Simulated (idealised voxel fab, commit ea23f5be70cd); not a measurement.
process module | voxel local oxidation
Square cell edge 5 nm, section width 270 nm, ID cut.
This document writes a cross-section as a grid whose cells are square, and gives it as bands, listed from the top down; one or more rows of cells form a band.
Quick guide to a band line: top height, bottom height (nm) up front; then every material left to right with its width in nm. Only one material and it's marked "full width"? Then it fills the band edge to edge. And "blank" just means empty space.
Zero point of the height axis is 0; under it, received wafer = one material. Lowest band: continues down indefinitely, "0 and below".
A two-number width, for instance "30..40", indicates that the width is equal to the first number in the top row of the band and to the second number in the bottom row, and that it changes by a constant amount per row of cells.
For the purposes of this document, the phrase "no change occurred" attached to a step denotes that no cell within the cross-section was modified by that step.
"Enclosed void entries": sealed empty spaces, 8 cells or more, no open way to top, listed width x height at distance, with distance from the left edge and width, height and distance in nm.
On each step's line, the part that comes after the settings is the simulator's own comment on the step.
Among the settings permitted on a step's line is "overlay nm"; applied to a step with a mask, it specifies the extent to which the mask lay to the right of its planned position, whereas a negative figure signifies a position to the left.
PROCESS STEPS FORESEEN IN THE PLAN
1: RECEIVE: material Si
2: CONFORMAL_DEP: material SiO2, thk nm 5
3: CONFORMAL_DEP: material SiN, thk nm 10
4: PATTERN: tone cover, mask id ACTIVE, material resist, width nm 110, thk nm 20, overlay nm 0
5: DIRECTIONAL_ETCH: etch materials SiN, depth nm 10
6: STRIP: etch materials resist
7: SELECTIVE_ETCH: etch materials SiO2, depth nm 5
8: OXIDIZE: depth nm 10
9: STRIP: etch materials SiN
THE FOLLOWING PERTAINS TO THE FIRST OF TWO WAFERS, WHICH WAS PROCESSED AS PLANNED
CROSS-SECTIONAL VIEW OF THE WAFER IN ITS AS-RECEIVED CONDITION, CORRESPONDING TO THE STATE AFTER STEP 1
0 and below = Si full width
Enclosed void entries: none
AFTER STEP 2
5 down to 0 = SiO2 full width
Note: structure below 0 unchanged.
AFTER STEP 3
15 down to 5 = SiN full width
Note: structure below 5 unchanged.
AFTER STEP 4
35 down to 15 = blank 80 nm  resist 110 nm  blank 80 nm
Note: structure below 15 unchanged.
AFTER STEP 5
35 down to 15 = blank 80 nm  resist 110 nm  blank 80 nm
15 down to 5 = blank 80 nm  SiN 110 nm  blank 80 nm
Note: structure below 5 unchanged.
AFTER STEP 6
15 down to 5 = blank 80 nm  SiN 110 nm  blank 80 nm
Note: structure below 5 unchanged.
AFTER STEP 7
15 down to 5 = blank 80 nm  SiN 110 nm  blank 80 nm
5 down to 0 = blank 85 nm  SiO2 100 nm  blank 85 nm
Note: structure below 0 unchanged.
AFTER STEP 8
15 down to 5 = blank 80 nm  SiN 110 nm  blank 80 nm
5 down to 0 = blank 85 nm  SiO2 100 nm  blank 85 nm
0 down to -10 = SiO2 95 nm  Si 80 nm  SiO2 95 nm
Note: structure below -10 unchanged.
AFTER STEP 9
5 down to 0 = blank 85 nm  SiO2 100 nm  blank 85 nm
Note: structure below 0 unchanged.
WAFER TWO OF THE PAIR: SAME ORIGIN, SAME PLAN, ONE ERROR DURING THE RUN; IDENTICAL TO WAFER ONE UP TO AND INCLUDING STEP 3
CROSS-SECTION OF THE SECOND WAFER CORRESPONDING TO THE PLANNED CONCLUSION OF STEP 4
35 down to 15 = blank 85 nm  resist 110 nm  blank 75 nm
Note: structure below 15 unchanged.
CROSS-SECTION OF THE SECOND WAFER CORRESPONDING TO THE PLANNED CONCLUSION OF STEP 5
35 down to 15 = blank 85 nm  resist 110 nm  blank 75 nm
15 down to 5 = blank 85 nm  SiN 110 nm  blank 75 nm
Note: structure below 5 unchanged.
CROSS-SECTION OF THE SECOND WAFER CORRESPONDING TO THE PLANNED CONCLUSION OF STEP 6
15 down to 5 = blank 85 nm  SiN 110 nm  blank 75 nm
Note: structure below 5 unchanged.
CROSS-SECTION OF THE SECOND WAFER CORRESPONDING TO THE PLANNED CONCLUSION OF STEP 7
15 down to 5 = blank 85 nm  SiN 110 nm  blank 75 nm
5 down to 0 = blank 90 nm  SiO2 100 nm  blank 80 nm
Note: structure below 0 unchanged.
CROSS-SECTION OF THE SECOND WAFER CORRESPONDING TO THE PLANNED CONCLUSION OF STEP 8
15 down to 5 = blank 85 nm  SiN 110 nm  blank 75 nm
5 down to 0 = blank 90 nm  SiO2 100 nm  blank 80 nm
0 down to -10 = SiO2 100 nm  Si 80 nm  SiO2 90 nm
Note: structure below -10 unchanged.
CROSS-SECTION OF THE SECOND WAFER CORRESPONDING TO THE PLANNED CONCLUSION OF STEP 9
5 down to 0 = blank 90 nm  SiO2 100 nm  blank 80 nm
Note: structure below 0 unchanged.
Run error: step 4 did not use the planned setting and instead ran as PATTERN: tone cover, mask id ACTIVE, material resist, width nm 110, thk nm 20, overlay nm 5
At the end, each material covers as many cells on the second wafer as it does on the first, though the cells it covers are elsewhere.
